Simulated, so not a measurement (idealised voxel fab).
Process module name: voxel wiring stack
FYI the section here is cut, 240 nm wide, cells are 5 nm squares.
When this document writes out a cross-section, it uses a grid of square cells and lists it as bands, beginning at the top and moving down, with a band standing for one or more rows of cells. Read a band's entry like this: the first values are the height of its top and the height of its bottom in nm, and what follows is the sequence of materials from left to right, each with its width in nm. Note that "air" is empty space, and that a single material marked "everywhere" reaches across the band from edge to edge. A quick word on heights: they are counted from 0, and under that level the wafer as it came to us is one material throughout. The lowest band is different from the rest in having no bottom; it simply continues downward, written as in "z 0 and below". When a width is written as two numbers, as in "30->40", the first number is the width in the top row of cells of the band and the second is the width in its bottom row, and the width changes by the same amount from each row to the next. Step marked "remained the same"? Then no cell in the cross-section changed in it. Under "Enclosed void listing" you'll find the enclosed gaps, the ones with no way out to the top, that are 8 cells or bigger; each reads width x height at distance, with distance counted from the left edge, everything in nm. That trailing text on a step's line, after the settings, is the simulator's own remark on the step. overlay nm: mask offset rightward from planned place, masked step; negative means leftward offset.
PLANNED STEP LIST FOR THE PROCESS
1,RECEIVE with material Si
2,CONFORMAL_DEP with material SiO2, thk nm 15
3,CONFORMAL_DEP with material SiCN, thk nm 5
4,DIRECTIONAL_DEP with material lowk, thk nm 20
5,PATTERN with tone open, mask id METAL_1, material resist, width nm 20, pitch nm 45, thk nm 15, overlay nm 0
6,DIRECTIONAL_ETCH with etch materials lowk, depth nm 20
7,DIRECTIONAL_ETCH with etch materials SiCN, depth nm 5
8,STRIP with etch materials resist
9,CONFORMAL_DEP with material TiN, thk nm 5
10,FILL_DEP with material Cu, thk nm 10
11,CMP with height nm 40
12,EPI with material Ru, thk nm 5
13,FILL_DEP with material SiCN, thk nm 5
14,DIRECTIONAL_DEP with material SiO2, thk nm 25
15,MASKED_ETCH with tone open, mask id METAL_2, width nm 20, pitch nm 45, etch materials SiO2, depth nm 15, overlay nm 0
16,PATTERN with tone open, mask id METAL_2_HOLES, material resist, width nm 15, pitch nm 45, thk nm 20, overlay nm 0
17,DIRECTIONAL_ETCH with etch materials SiO2, depth nm 10
18,DIRECTIONAL_ETCH with etch materials SiCN, depth nm 5
19,STRIP with etch materials resist
20,CONFORMAL_DEP with material TiN, thk nm 5
21,FILL_DEP with material Cu, thk nm 10
22,CMP with height nm 75
23,CONFORMAL_DEP with material SiCN, thk nm 5
24,DIRECTIONAL_DEP with material SiO2, thk nm 30
25,PATTERN with tone open, mask id METAL_3, material resist, width nm 20, pitch nm 45, thk nm 20, overlay nm 0
26,DIRECTIONAL_ETCH with etch materials SiO2, depth nm 20
27,STRIP with etch materials resist
28,MASKED_ETCH with tone open, mask id METAL_3_HOLES, width nm 15, pitch nm 45, etch materials SiO2, depth nm 10, overlay nm 0
29,MASKED_ETCH with tone open, mask id METAL_3_HOLES, width nm 15, pitch nm 45, etch materials SiCN, depth nm 5, overlay nm 0
30,CONFORMAL_DEP with material TiN, thk nm 5
31,FILL_DEP with material Cu, thk nm 10
32,CMP with height nm 110
33,CONFORMAL_DEP with material SiCN, thk nm 5
WAFER AS RECEIVED: CROSS-SECTION FOLLOWING STEP 1
	z 0 and below: Si everywhere
	Enclosed void listing: none
HERE'S THE WAFER CUT IN CROSS-SECTION AFTER THE MODULE, STARTED AND PLANNED JUST LIKE ABOVE, EXCEPT ONE THING WAS DONE WRONG IN THE RUN
	z 115 to 110: SiCN everywhere
	z 110 to 100: SiO2 65  TiN 5->10  Cu 10->5  TiN 5  SiO2 25  TiN 5->10  Cu 10->5  TiN 5  SiO2 25  TiN 5->10  Cu 10->5  TiN 5  SiO2 65
	z 100 to 95: SiO2 70  TiN 5  Cu 5  TiN 5  SiO2 30  TiN 5  Cu 5  TiN 5  SiO2 30  TiN 5  Cu 5  TiN 5  SiO2 65
	z 95 to 90: SiO2 70  TiN 15  SiO2 30  TiN 15  SiO2 30  TiN 15  SiO2 65
	z 90 to 80: SiO2 70  TiN 10  SiO2 35  TiN 10  SiO2 35  TiN 10  SiO2 70
	z 80 to 75: SiCN 70  TiN 10  SiCN 35  TiN 10  SiCN 35  TiN 10  SiCN 70
	z 75 to 65: SiO2 65  TiN 5  Cu 10  TiN 5  SiO2 25  TiN 5  Cu 10  TiN 5  SiO2 25  TiN 5  Cu 10  TiN 5  SiO2 65
	z 65 to 60: SiO2 65  TiN 5  Cu 5  TiN 10  SiO2 25  TiN 5  Cu 5  TiN 10  SiO2 25  TiN 5  Cu 5  TiN 10  SiO2 65
	z 60 to 50: SiO2 65  TiN 5  Cu 5  TiN 5  SiO2 30  TiN 5  Cu 5  TiN 5  SiO2 30  TiN 5  Cu 5  TiN 5  SiO2 70
	z 50 to 45: SiCN 65  TiN 15  SiCN 30  TiN 15  SiCN 30  TiN 15  SiCN 70
	z 45 to 40: SiCN 60  Ru 30  SiCN 15  Ru 30  SiCN 15  Ru 30  SiCN 60
	z 40 to 20: lowk 65  TiN 5  Cu 10  TiN 5  lowk 25  TiN 5  Cu 10  TiN 5  lowk 25  TiN 5  Cu 10  TiN 5  lowk 65
	z 20 to 15: SiCN 65  TiN 20  SiCN 25  TiN 20  SiCN 25  TiN 20  SiCN 65
	z 15 to 0: SiO2 everywhere
	z 0 and below: Si everywhere
	Enclosed void listing: none
Plan not followed: rather than as planned, step 25 actually ran as PATTERN with tone open, mask id METAL_3, material resist, width nm 15, pitch nm 45, thk nm 20, overlay nm 0
